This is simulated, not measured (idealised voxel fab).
process module | voxel self aligned contacts
cross-section cut | 300 nm wide | cells 5 nm
A cross-section is a grid of square cells, given in bands from the top down. A band is one or more rows of cells.
Each band's line starts with the height of the band's top and of its bottom, in nm. Then come its materials from left to right, each with its width in nm. One material with "throughout" fills the band from edge to edge. "air" is empty space.
Height 0 is the level under which the wafer as received is all one material. The lowest band goes on downwards, as in "0 down".
A width such as "30 to 40" changes by the same amount from each row of cells to the next, from the band's top row to its bottom row.
"no change" after a step means that no cell of the cross-section changed.
closed voids: empty space of 8 cells or more with no open way to the top, each as width x height at its distance from the left edge, in nm
after a step's settings: what the simulator itself notes on the step
overlay nm, on a step with a mask: how far to the right of its planned place the mask lay; to the left if negative
plan
1 op RECEIVE | material Si
2 op OXIDIZE | depth nm 5
3 op DIRECTIONAL_DEP | material polySi | thk nm 20
4 op DIRECTIONAL_DEP | material SiN | thk nm 15
5 op PATTERN | tone cover | mask id GATE | material resist | width nm 35 | pitch nm 60 | thk nm 20 | overlay nm 0
6 op DIRECTIONAL_ETCH | etch materials SiN | depth nm 15
7 op DIRECTIONAL_ETCH | etch materials polySi | depth nm 20
8 op STRIP | etch materials resist
9 op CONFORMAL_DEP | material SiN | thk nm 5
10 op DIRECTIONAL_ETCH | etch materials SiN | depth nm 5
11 op FILL_DEP | material SiO2 | thk nm 15
12 op CMP | height nm 45
13 op PATTERN | tone open | mask id CONTACT | material resist | width nm 35 | thk nm 15 | overlay nm 0
14 op DIRECTIONAL_ETCH | etch materials SiO2 | depth nm 50
15 op STRIP | etch materials resist
16 op CONFORMAL_DEP | material TiN | thk nm 5
17 op FILL_DEP | material Ru | thk nm 10
18 op CMP | height nm 45
19 op CONFORMAL_DEP | material SiN | thk nm 5
as received, after step 1
  0 down: Si throughout
  closed voids: none
a wafer at the end: this start, this plan, one mistake
  50 to 45: SiN throughout
  45 to 35: SiO2 130 | TiN 5 to 15 | Ru 25 to 10 | TiN 5 to 10 | SiO2 135
  35 to 20: SiO2 100 | SiN 40 | TiN 5 | Ru 10 | TiN 5 | SiN 40 | SiO2 100
  20 to 0: SiO2 100 | SiN 5 | polySi 30 | SiN 5 | TiN 5 | Ru 10 | TiN 5 | SiN 5 | polySi 30 | SiN 5 | SiO2 100
  0 to -5: SiO2 140 | TiN 20 | SiO2 140
  -5 down: Si throughout
  closed voids: none
what went wrong: step 5 ran as: op PATTERN | tone cover | mask id GATE | material resist | width nm 30 | pitch nm 60 | thk nm 20 | overlay nm 0
